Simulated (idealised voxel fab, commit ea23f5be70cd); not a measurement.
Presented below is a process module, voxel air gaps.
Square cell edge 5 nm, section width 165 nm, ID cut.
Square cells in a grid make up a cross-section in this document, and the grid is given as bands, listed from the top down, each one or more rows of cells.
Look at the band entry: it leads with the top's height and the bottom's height in nm. Then it lists the materials left to right, with a width in nm for each. The word "full width" on a single material says that material fills the band edge to edge. The word "blank" is empty space.
Where do heights start? At 0: under that level the wafer as delivered is made of one material only. And the lowest band has no floor; it just carries on downward, as in "0 and below".
It should be noted that a width expressed as "30..40" varies in equal increments from row to row of cells within the band, taking the value of the first number at the top row and that of the second number at the bottom row.
Given "nothing altered" for a step, no cell of the cross-section differs between before and after that step.
Entry "Closed void entries". Content: empty spaces with no open connection to the top, size 8 cells or greater. Each: width x height at distance. Distance: from left edge. Unit: nm.
Whatever follows a step's settings on its line is a remark the simulator itself makes about that step.
"overlay nm" denotes, for a step that has a mask, the displacement of the mask to the right of its planned place, with negative values corresponding to the left.
[List of planned process steps]
1 RECEIVE [material Si]
2 CONFORMAL_DEP [material SiO2] [thk nm 15]
3 CONFORMAL_DEP [material SiN] [thk nm 5]
4 DIRECTIONAL_DEP [material SiO2] [thk nm 40]
5 PATTERN [tone open] [mask id LINES] [material resist] [width nm 15] [pitch nm 40] [thk nm 15] [overlay nm 0]
6 DIRECTIONAL_ETCH [etch materials SiO2] [depth nm 40]
7 STRIP [etch materials resist]
8 CONFORMAL_DEP [material TiN] [thk nm 5]
9 FILL_DEP [material W] [thk nm 10]
10 CMP [height nm 60]
11 EPI [material Ru] [thk nm 10]
12 SELECTIVE_ETCH [etch materials SiO2] [depth nm 50]
13 CONFORMAL_DEP [material SiCN] [thk nm 5]
[First of the two wafers, run per plan]
[Shown in cross-section is the wafer as received, that is, as it stands after step 1]
	0 and below: Si full width
	Closed void entries: none
[State of the wafer after step 2, shown in cross-section]
	15 down to 0: SiO2 full width
	Under 0: no change, same as before.
[State of the wafer after step 3, shown in cross-section]
	20 down to 15: SiN full width
	Under 15: no change, same as before.
[State of the wafer after step 4, shown in cross-section]
	60 down to 20: SiO2 full width
	Under 20: no change, same as before.
[State of the wafer after step 5, shown in cross-section]
	75 down to 60: 35 of resist  15 of blank  25 of resist  15 of blank  25 of resist  15 of blank  35 of resist
	Under 60: no change, same as before.
[State of the wafer after step 6, shown in cross-section]
	75 down to 60: 35 of resist  15 of blank  25 of resist  15 of blank  25 of resist  15 of blank  35 of resist
	60 down to 20: 35 of SiO2  15 of blank  25 of SiO2  15 of blank  25 of SiO2  15 of blank  35 of SiO2
	Under 20: no change, same as before.
[State of the wafer after step 7, shown in cross-section]
	60 down to 20: 35 of SiO2  15 of blank  25 of SiO2  15 of blank  25 of SiO2  15 of blank  35 of SiO2
	Under 20: no change, same as before.
[State of the wafer after step 8, shown in cross-section]
	65 down to 60: 40 of TiN  5 of blank  35 of TiN  5 of blank  35 of TiN  5 of blank  40 of TiN
	60 down to 25: 35 of SiO2  5 of TiN  5 of blank  5 of TiN  25 of SiO2  5 of TiN  5 of blank  5 of TiN  25 of SiO2  5 of TiN  5 of blank  5 of TiN  35 of SiO2
	25 down to 20: 35 of SiO2  15 of TiN  25 of SiO2  15 of TiN  25 of SiO2  15 of TiN  35 of SiO2
	Under 20: no change, same as before.
[State of the wafer after step 9, shown in cross-section]
	75 down to 65: W full width
	65 down to 60: 40 of TiN  5 of W  35 of TiN  5 of W  35 of TiN  5 of W  40 of TiN
	60 down to 25: 35 of SiO2  5 of TiN  5 of W  5 of TiN  25 of SiO2  5 of TiN  5 of W  5 of TiN  25 of SiO2  5 of TiN  5 of W  5 of TiN  35 of SiO2
	Under 25: no change, same as before.
[State of the wafer after step 10, shown in cross-section]
	60 down to 25: 35 of SiO2  5 of TiN  5 of W  5 of TiN  25 of SiO2  5 of TiN  5 of W  5 of TiN  25 of SiO2  5 of TiN  5 of W  5 of TiN  35 of SiO2
	Under 25: no change, same as before.
[State of the wafer after step 11, shown in cross-section]
	70 down to 60: 25 of blank  35 of Ru  5 of blank  35 of Ru  5 of blank  35 of Ru  25 of blank
	Under 60: no change, same as before.
[State of the wafer after step 12, shown in cross-section]
	70 down to 60: 25 of blank  35 of Ru  5 of blank  35 of Ru  5 of blank  35 of Ru  25 of blank
	60 down to 25: 35 of blank  5 of TiN  5 of W  5 of TiN  25 of blank  5 of TiN  5 of W  5 of TiN  25 of blank  5 of TiN  5 of W  5 of TiN  35 of blank
	25 down to 20: 35 of blank  15 of TiN  25 of blank  15 of TiN  25 of blank  15 of TiN  35 of blank
	Under 20: no change, same as before.
[State of the wafer after step 13, shown in cross-section]
	75 down to 70: 20 of blank  125 of SiCN  20 of blank
	70 down to 60: 20 of blank  5 of SiCN  35 of Ru  5 of SiCN  35 of Ru  5 of SiCN  35 of Ru  5 of SiCN  20 of blank
	60 down to 55: 20 of blank  15 of SiCN  5 of TiN  5 of W  5 of TiN  25 of SiCN  5 of TiN  5 of W  5 of TiN  25 of SiCN  5 of TiN  5 of W  5 of TiN  15 of SiCN  20 of blank
	55 down to 25: 30 of blank  5 of SiCN  5 of TiN  5 of W  5 of TiN  5 of SiCN  15 of blank  5 of SiCN  5 of TiN  5 of W  5 of TiN  5 of SiCN  15 of blank  5 of SiCN  5 of TiN  5 of W  5 of TiN  5 of SiCN  30 of blank
	25 down to 20: 35 of SiCN  15 of TiN  25 of SiCN  15 of TiN  25 of SiCN  15 of TiN  35 of SiCN
	Under 20: no change, same as before.
	Closed void entries: 15 x 30 at 55; 15 x 30 at 95
[Second wafer, same starting state and plan as the first, one mistake in the run, identical through step 1]
Cross-section, second wafer, at the end time the plan gives for step 2: nothing altered
[Cross-section, second wafer, at the end time the plan gives for step 3]
	5 down to 0: SiN full width
	Under 0: no change, same as before.
[Cross-section, second wafer, at the end time the plan gives for step 4]
	45 down to 5: SiO2 full width
	Under 5: no change, same as before.
[Cross-section, second wafer, at the end time the plan gives for step 5]
	60 down to 45: 35 of resist  15 of blank  25 of resist  15 of blank  25 of resist  15 of blank  35 of resist
	Under 45: no change, same as before.
[Cross-section, second wafer, at the end time the plan gives for step 6]
	60 down to 45: 35 of resist  15 of blank  25 of resist  15 of blank  25 of resist  15 of blank  35 of resist
	45 down to 5: 35 of SiO2  15 of blank  25 of SiO2  15 of blank  25 of SiO2  15 of blank  35 of SiO2
	Under 5: no change, same as before.
[Cross-section, second wafer, at the end time the plan gives for step 7]
	45 down to 5: 35 of SiO2  15 of blank  25 of SiO2  15 of blank  25 of SiO2  15 of blank  35 of SiO2
	Under 5: no change, same as before.
[Cross-section, second wafer, at the end time the plan gives for step 8]
	50 down to 45: 40 of TiN  5 of blank  35 of TiN  5 of blank  35 of TiN  5 of blank  40 of TiN
	45 down to 10: 35 of SiO2  5 of TiN  5 of blank  5 of TiN  25 of SiO2  5 of TiN  5 of blank  5 of TiN  25 of SiO2  5 of TiN  5 of blank  5 of TiN  35 of SiO2
	10 down to 5: 35 of SiO2  15 of TiN  25 of SiO2  15 of TiN  25 of SiO2  15 of TiN  35 of SiO2
	Under 5: no change, same as before.
[Cross-section, second wafer, at the end time the plan gives for step 9]
	60 down to 50: W full width
	50 down to 45: 40 of TiN  5 of W  35 of TiN  5 of W  35 of TiN  5 of W  40 of TiN
	45 down to 10: 35 of SiO2  5 of TiN  5 of W  5 of TiN  25 of SiO2  5 of TiN  5 of W  5 of TiN  25 of SiO2  5 of TiN  5 of W  5 of TiN  35 of SiO2
	Under 10: no change, same as before.
Cross-section, second wafer, at the end time the plan gives for step 10: nothing altered
[Cross-section, second wafer, at the end time the plan gives for step 11]
	70 down to 60: Ru full width
	Under 60: no change, same as before.
Cross-section, second wafer, at the end time the plan gives for step 12: nothing altered
[Cross-section, second wafer, at the end time the plan gives for step 13]
	75 down to 70: SiCN full width
	Under 70: no change, same as before.
Nonconformance to the process plan: step 2 of the plan was bypassed and not carried out
Once processing is complete, comparing cell counts shows that the second wafer has more or fewer of certain materials than the first: 24 more of Ru, 76 fewer of SiCN, 93 more of SiO2, 30 more of TiN, 69 more of W
Long story short, the first wafer ends with 2 closed voids and the second one with 0.
